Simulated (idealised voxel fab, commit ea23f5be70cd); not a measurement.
Module name: voxel released beams (process module)
Shown is cross-section cut, with a width of 165 nm and square cells of size 5 nm.
Throughout this document, each cross-section is represented as a grid of square cells and is presented as a sequence of bands enumerated from the top downward, where a band comprises one or more rows of cells.
Within each band entry, the heights of the top and of the bottom of the band appear first, in that order and in nm; the materials of the band then follow from left to right, each with its corresponding width in nm. The designation "edge to edge" on a single material indicates that it fills the band from edge to edge; the designation "empty" indicates empty space.
Heights from 0 (as-received wafer is one material below). Bottom band endless downward, as "0 -> down".
The notation "30..40" denotes a width that varies across the rows of cells in the band, beginning at the first number in the top row, finishing at the second number in the bottom row, and changing by an identical amount from each row to the next.
What does "nothing got changed" mean for a step? It means no cell of the cross-section changed in that step.
Empty spaces counting at least 8 cells and having no open way to the top are listed in "Enclosed void list". The notation width x height at distance is used for each, the distance being from the left edge and all three values in nm.
Post-settings text on a step line: simulator's own remark regarding the step.
Steps that use a mask can have "overlay nm" on their line. It says how far the mask sat to the right of where it was meant to be. Negative means to the left.

[Listed below are the process steps as planned]
1) op RECEIVE | material Si
2) op CONFORMAL_DEP | material Al2O3 | thk nm 5
3) op DIRECTIONAL_DEP | material SiO2 | thk nm 20
4) op PATTERN | tone open | mask id ANCHOR | material resist | width nm 35 | thk nm 15 | overlay nm 0
5) op DIRECTIONAL_ETCH | etch materials SiO2 | depth nm 20
6) op STRIP | etch materials resist
7) op CONFORMAL_DEP | material W | thk nm 10
8) op DIRECTIONAL_DEP | material aC | thk nm 10
9) op PATTERN | tone cover | mask id BEAM | material resist | width nm 120 | thk nm 30 | overlay nm 0
10) op DIRECTIONAL_ETCH | etch materials aC | depth nm 10
11) op STRIP | etch materials resist
12) op DIRECTIONAL_ETCH | etch materials W | depth nm 10
13) op STRIP | etch materials aC
14) op STRIP | etch materials SiO2

[Wafer at receipt (post step 1), cross-section]
- 0 -> down = Si edge to edge
- Enclosed void list: none

[Cross-section at module end, one run error; start and plan unchanged from above]
- 35 -> 25 = 20 nm empty  10 nm W  25 nm empty  85 nm W  25 nm empty
- 25 -> 15 = 20 nm empty  10 nm W  25 nm empty  10 nm W  100 nm empty
- 15 -> 5 = 20 nm empty  45 nm W  100 nm empty
- 5 -> 0 = Al2O3 edge to edge
- 0 -> down = Si edge to edge
- Enclosed void list: none
It is concluded that the wafer was processed incorrectly with respect to the plan, in that step 4 deviated from plan and actually ran as op PATTERN | tone open | mask id ANCHOR | material resist | width nm 45 | thk nm 15 | overlay nm 0
